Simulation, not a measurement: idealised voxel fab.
process module | voxel gate over fins
cross-section cut | 270 nm wide | cells 5 nm
A cross-section is a grid of square cells, given in bands from the top down. A band is one or more rows of cells.
Each band's line starts with the height of the band's top and of its bottom, in nm. Then come its materials from left to right, each with its width in nm. One material with "throughout" fills the band from edge to edge. "air" is empty space.
Height 0 is the level under which the wafer as received is all one material. The lowest band goes on downwards, as in "0 down".
A width such as "30 to 40" changes by the same amount from each row of cells to the next, from the band's top row to its bottom row.
"no change" after a step means that no cell of the cross-section changed.
closed voids: empty space of 8 cells or more with no open way to the top, each as width x height at its distance from the left edge, in nm
after a step's settings: what the simulator itself notes on the step
overlay nm, on a step with a mask: how far to the right of its planned place the mask lay; to the left if negative
plan
1 op RECEIVE | material Si
2 op CONFORMAL_DEP | material SiN | thk nm 5
3 op MASKED_ETCH | tone cover | mask id FINS | width nm 15 | pitch nm 55 | etch materials SiN | depth nm 5 | overlay nm 0
4 op MASKED_ETCH | tone cover | mask id FINS | width nm 15 | pitch nm 55 | etch materials Si | depth nm 35 | overlay nm 0
5 op OXIDIZE | depth nm 5
6 op FILL_DEP | material SiO2 | thk nm 15
7 op CMP | height nm 5
8 op PATTERN | tone open | mask id RAIL | material resist | width nm 15 | thk nm 20 | overlay nm 0
9 op DIRECTIONAL_ETCH | etch materials SiO2 | depth nm 35
10 op STRIP | etch materials resist
11 op CONFORMAL_DEP | material TiN | thk nm 5
12 op FILL_DEP | material Ru | thk nm 5
13 op CMP | height nm 5
14 op SELECTIVE_ETCH | etch materials W Ru TiN | depth nm 20
15 op FILL_DEP | material SiO2 | thk nm 5
16 op CMP | height nm 5
17 op SELECTIVE_ETCH | etch materials SiO2 | depth nm 15
18 op STRIP | etch materials SiN
19 op CONFORMAL_DEP | material HfO2 | thk nm 5
20 op CONFORMAL_DEP | material TiN | thk nm 5
21 op FILL_DEP | material W | thk nm 15
22 op CMP | height nm 20
23 op CONFORMAL_DEP | material SiCN | thk nm 5
as received, after step 1
  0 down: Si throughout
  closed voids: none
first wafer at the end, as planned
  25 to 20: SiCN throughout
  20 to 10: W throughout
  10 to 5: W 40 | TiN 25 | W 30 | TiN 25 | W 30 | TiN 25 | W 30 | TiN 25 | W 40
  5 to 0: W 40 | TiN 5 | HfO2 15 | TiN 5 | W 30 | TiN 5 | HfO2 15 | TiN 5 | W 30 | TiN 5 | HfO2 15 | TiN 5 | W 30 | TiN 5 | HfO2 15 | TiN 5 | W 40
  0 to -5: TiN 45 | HfO2 5 | Si 5 | HfO2 5 | TiN 40 | HfO2 5 | Si 5 | HfO2 5 | TiN 40 | HfO2 5 | Si 5 | HfO2 5 | TiN 40 | HfO2 5 | Si 5 | HfO2 5 | TiN 45
  -5 to -10: HfO2 50 | Si 5 | HfO2 50 | Si 5 | HfO2 50 | Si 5 | HfO2 50 | Si 5 | HfO2 50
  -10 to -15: SiO2 50 | Si 5 | SiO2 50 | Si 5 | SiO2 50 | Si 5 | SiO2 50 | Si 5 | SiO2 50
  -15 to -25: SiO2 50 | Si 5 | SiO2 15 | TiN 5 | Ru 5 | TiN 5 | SiO2 20 | Si 5 | SiO2 50 | Si 5 | SiO2 50 | Si 5 | SiO2 50
  -25 to -30: SiO2 50 | Si 5 | SiO2 15 | TiN 15 | SiO2 20 | Si 5 | SiO2 50 | Si 5 | SiO2 50 | Si 5 | SiO2 50
  -30 to -40: SiO2 50 | Si 5 | SiO2 50 | Si 5 | SiO2 50 | Si 5 | SiO2 50 | Si 5 | SiO2 50
  -40 down: Si throughout
  closed voids: none
second wafer at the end: like start, like plan, one mistake
  25 to 20: SiCN throughout
  20 to 10: W throughout
  10 to 5: W 40 | TiN 30 | W 25 | TiN 30 | W 25 | TiN 30 | W 25 | TiN 30 | W 35
  5 to 0: W 40 | TiN 5 | HfO2 20 | TiN 5 | W 25 | TiN 5 | HfO2 20 | TiN 5 | W 25 | TiN 5 | HfO2 20 | TiN 5 | W 25 | TiN 5 | HfO2 20 | TiN 5 | W 35
  0 to -5: TiN 45 | HfO2 5 | Si 10 | HfO2 5 | TiN 35 | HfO2 5 | Si 10 | HfO2 5 | TiN 35 | HfO2 5 | Si 10 | HfO2 5 | TiN 35 | HfO2 5 | Si 10 | HfO2 5 | TiN 40
  -5 to -10: HfO2 50 | Si 10 | HfO2 45 | Si 10 | HfO2 45 | Si 10 | HfO2 45 | Si 10 | HfO2 45
  -10 to -15: SiO2 50 | Si 10 | SiO2 45 | Si 10 | SiO2 45 | Si 10 | SiO2 45 | Si 10 | SiO2 45
  -15 to -25: SiO2 50 | Si 10 | SiO2 10 | TiN 5 | Ru 5 | TiN 5 | SiO2 20 | Si 10 | SiO2 45 | Si 10 | SiO2 45 | Si 10 | SiO2 45
  -25 to -30: SiO2 50 | Si 10 | SiO2 10 | TiN 15 | SiO2 20 | Si 10 | SiO2 45 | Si 10 | SiO2 45 | Si 10 | SiO2 45
  -30 to -40: SiO2 50 | Si 10 | SiO2 45 | Si 10 | SiO2 45 | Si 10 | SiO2 45 | Si 10 | SiO2 45
  -40 down: Si throughout
  closed voids: none
what went wrong: step 3 ran as: op MASKED_ETCH | tone cover | mask id FINS | width nm 20 | pitch nm 55 | etch materials SiN | depth nm 5 | overlay nm 0
at the end the second wafer has, in cells: 32 more of Si | 24 fewer of SiO2 | 8 fewer of W
